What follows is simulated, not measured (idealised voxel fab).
The document below concerns the process module designated voxel tone inversion.
The figure presents cross-section cut, which has a width of 160 nm and is divided into square cells with an edge length of 5 nm.
Reading order for cross-sections: top band down to bottom band. Underlying form: a grid of square cells. Band size: one or more rows of cells.
Top, bottom (nm), then materials left to right with widths (nm); lone material tagged "all across" fills the whole band edge to edge; "air" = empty space.
Height is counted from the level 0, under which the received wafer is composed throughout of one material. The lowest of the bands is not closed at the bottom but continues downward, in the notation "0 nm and below".
When a width is written as two numbers, as in "30..40", the first number is the width in the top row of cells of the band and the second is the width in its bottom row, and the width changes by the same amount from each row to the next.
Step marked "no alteration"? Then no cell in the cross-section changed in it.
The entry "Non-vented voids" lists the empty spaces that cover at least 8 cells and have no open path to the top. Each is written as width x height at distance, where the distance is measured from the left edge and all three values are in nm.
On each step's line, the part that comes after the settings is the simulator's own comment on the step.
What "overlay nm" on a step's line means: if the step has a mask, that mask lay this far to the right of its planned place, or, when the value is negative, to the left.

The planned process steps are enumerated hereunder:
1. RECEIVE, material Si
2. CONFORMAL_DEP, material SiN, thk nm 10
3. DIRECTIONAL_DEP, material aC, thk nm 15
4. PATTERN, tone cover, mask id POSTS, material resist, width nm 20, pitch nm 50, thk nm 20, overlay nm 0
5. DIRECTIONAL_ETCH, etch materials aC, depth nm 15
6. STRIP, etch materials resist
7. FILL_DEP, material SiO2, thk nm 5
8. CMP, height nm 25
9. STRIP, etch materials aC

The first of a set of two wafers, run to plan:

Cross-sectional view of the wafer in its as-received condition, corresponding to the state after step 1:
- 0 nm and below: Si all across
- Non-vented voids: none

Cross-section: wafer state after step 2:
- 10 nm to 0 nm: SiN all across
- Unchanged below 0.

Cross-section: wafer state after step 3:
- 25 nm to 10 nm: aC all across
- Unchanged below 10.

Cross-section: wafer state after step 4:
- 45 nm to 25 nm: air: 20 | resist: 20 | air: 30 | resist: 20 | air: 30 | resist: 20 | air: 20
- Unchanged below 25.

Cross-section: wafer state after step 5:
- 30 nm to 25 nm: air: 20 | resist: 20 | air: 30 | resist: 20 | air: 30 | resist: 20 | air: 20
- 25 nm to 10 nm: air: 20 | aC: 20 | air: 30 | aC: 20 | air: 30 | aC: 20 | air: 20
- Unchanged below 10.

Cross-section: wafer state after step 6:
- 25 nm to 10 nm: air: 20 | aC: 20 | air: 30 | aC: 20 | air: 30 | aC: 20 | air: 20
- Unchanged below 10.

Cross-section: wafer state after step 7:
- 30 nm to 25 nm: SiO2 all across
- 25 nm to 10 nm: SiO2: 20 | aC: 20 | SiO2: 30 | aC: 20 | SiO2: 30 | aC: 20 | SiO2: 20
- Unchanged below 10.

Cross-section: wafer state after step 8:
- 25 nm to 10 nm: SiO2: 20 | aC: 20 | SiO2: 30 | aC: 20 | SiO2: 30 | aC: 20 | SiO2: 20
- Unchanged below 10.

Cross-section: wafer state after step 9:
- 25 nm to 10 nm: SiO2: 20 | air: 20 | SiO2: 30 | air: 20 | SiO2: 30 | air: 20 | SiO2: 20
- Unchanged below 10.

Wafer two of the pair: same origin, same plan, one error during the run; identical to wafer one up to and including step 3:

What the second wafer looks like in cross-section when step 4 should have wrapped up:
- 45 nm to 25 nm: resist: 20 | air: 20 | resist: 30 | air: 20 | resist: 30 | air: 20 | resist: 20
- Unchanged below 25.

What the second wafer looks like in cross-section when step 5 should have wrapped up:
- 30 nm to 25 nm: resist: 20 | air: 20 | resist: 30 | air: 20 | resist: 30 | air: 20 | resist: 20
- 25 nm to 10 nm: aC: 20 | air: 20 | aC: 30 | air: 20 | aC: 30 | air: 20 | aC: 20
- Unchanged below 10.

What the second wafer looks like in cross-section when step 6 should have wrapped up:
- 25 nm to 10 nm: aC: 20 | air: 20 | aC: 30 | air: 20 | aC: 30 | air: 20 | aC: 20
- Unchanged below 10.

What the second wafer looks like in cross-section when step 7 should have wrapped up:
- 30 nm to 25 nm: SiO2 all across
- 25 nm to 10 nm: aC: 20 | SiO2: 20 | aC: 30 | SiO2: 20 | aC: 30 | SiO2: 20 | aC: 20
- Unchanged below 10.

What the second wafer looks like in cross-section when step 8 should have wrapped up:
- 25 nm to 10 nm: aC: 20 | SiO2: 20 | aC: 30 | SiO2: 20 | aC: 30 | SiO2: 20 | aC: 20
- Unchanged below 10.

What the second wafer looks like in cross-section when step 9 should have wrapped up:
- 25 nm to 10 nm: air: 20 | SiO2: 20 | air: 30 | SiO2: 20 | air: 30 | SiO2: 20 | air: 20
- Unchanged below 10.
The plan and the run diverged here: for step 4, the planned setting was not used; the step was instead run as PATTERN, tone open, mask id POSTS, material resist, width nm 20, pitch nm 50, thk nm 20, overlay nm 0
Per the end-of-run cell counts, the second wafer holds more or fewer of some materials than the first: SiO2: 24 fewer
